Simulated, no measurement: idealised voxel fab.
process module | voxel tone inversion
cross-section cut | 265 nm wide | cells 5 nm
A cross-section is a grid of square cells, given in bands from the top down. A band is one or more rows of cells.
Each band's line starts with the height of the band's top and of its bottom, in nm. Then come its materials from left to right, each with its width in nm. One material with "throughout" fills the band from edge to edge. "air" is empty space.
Height 0 is the level under which the wafer as received is all one material. The lowest band goes on downwards, as in "0 down".
A width such as "30 to 40" changes by the same amount from each row of cells to the next, from the band's top row to its bottom row.
"no change" after a step means that no cell of the cross-section changed.
closed voids: empty space of 8 cells or more with no open way to the top, each as width x height at its distance from the left edge, in nm
after a step's settings: what the simulator itself notes on the step
overlay nm, on a step with a mask: how far to the right of its planned place the mask lay; to the left if negative
plan
1 op RECEIVE | material Si
2 op CONFORMAL_DEP | material SiN | thk nm 10
3 op DIRECTIONAL_DEP | material polySi | thk nm 20
4 op PATTERN | tone cover | mask id POSTS | material resist | width nm 15 | pitch nm 40 | thk nm 30 | overlay nm 0
5 op DIRECTIONAL_ETCH | etch materials polySi | depth nm 20
6 op STRIP | etch materials resist
7 op FILL_DEP | material lowk | thk nm 10
8 op CMP | height nm 30
9 op STRIP | etch materials polySi
first wafer, as planned
as received, after step 1
  0 down: Si throughout
  closed voids: none
after step 2
  10 to 0: SiN throughout
  below 0: unchanged
after step 3
  30 to 10: polySi throughout
  below 10: unchanged
after step 4
  60 to 30: air 65 | resist 15 | air 25 | resist 15 | air 25 | resist 15 | air 25 | resist 15 | air 65
  below 30: unchanged
after step 5
  60 to 30: air 65 | resist 15 | air 25 | resist 15 | air 25 | resist 15 | air 25 | resist 15 | air 65
  30 to 10: air 65 | polySi 15 | air 25 | polySi 15 | air 25 | polySi 15 | air 25 | polySi 15 | air 65
  below 10: unchanged
after step 6
  30 to 10: air 65 | polySi 15 | air 25 | polySi 15 | air 25 | polySi 15 | air 25 | polySi 15 | air 65
  below 10: unchanged
after step 7
  40 to 30: lowk throughout
  30 to 10: lowk 65 | polySi 15 | lowk 25 | polySi 15 | lowk 25 | polySi 15 | lowk 25 | polySi 15 | lowk 65
  below 10: unchanged
after step 8
  30 to 10: lowk 65 | polySi 15 | lowk 25 | polySi 15 | lowk 25 | polySi 15 | lowk 25 | polySi 15 | lowk 65
  below 10: unchanged
after step 9
  30 to 10: lowk 65 | air 15 | lowk 25 | air 15 | lowk 25 | air 15 | lowk 25 | air 15 | lowk 65
  below 10: unchanged
second wafer: like start, like plan, one mistake. Through step 3 it matches the first wafer
when step 4 should have ended
  60 to 30: air 65 | resist 20 | air 20 | resist 20 | air 20 | resist 20 | air 20 | resist 20 | air 60
  below 30: unchanged
when step 5 should have ended
  60 to 30: air 65 | resist 20 | air 20 | resist 20 | air 20 | resist 20 | air 20 | resist 20 | air 60
  30 to 10: air 65 | polySi 20 | air 20 | polySi 20 | air 20 | polySi 20 | air 20 | polySi 20 | air 60
  below 10: unchanged
when step 6 should have ended
  30 to 10: air 65 | polySi 20 | air 20 | polySi 20 | air 20 | polySi 20 | air 20 | polySi 20 | air 60
  below 10: unchanged
when step 7 should have ended
  40 to 30: lowk throughout
  30 to 10: lowk 65 | polySi 20 | lowk 20 | polySi 20 | lowk 20 | polySi 20 | lowk 20 | polySi 20 | lowk 60
  below 10: unchanged
when step 8 should have ended
  30 to 10: lowk 65 | polySi 20 | lowk 20 | polySi 20 | lowk 20 | polySi 20 | lowk 20 | polySi 20 | lowk 60
  below 10: unchanged
when step 9 should have ended
  30 to 10: lowk 65 | air 20 | lowk 20 | air 20 | lowk 20 | air 20 | lowk 20 | air 20 | lowk 60
  below 10: unchanged
what went wrong: step 4 ran as: op PATTERN | tone cover | mask id POSTS | material resist | width nm 20 | pitch nm 40 | thk nm 30 | overlay nm 0
at the end the second wafer has, in cells: 16 fewer of lowk
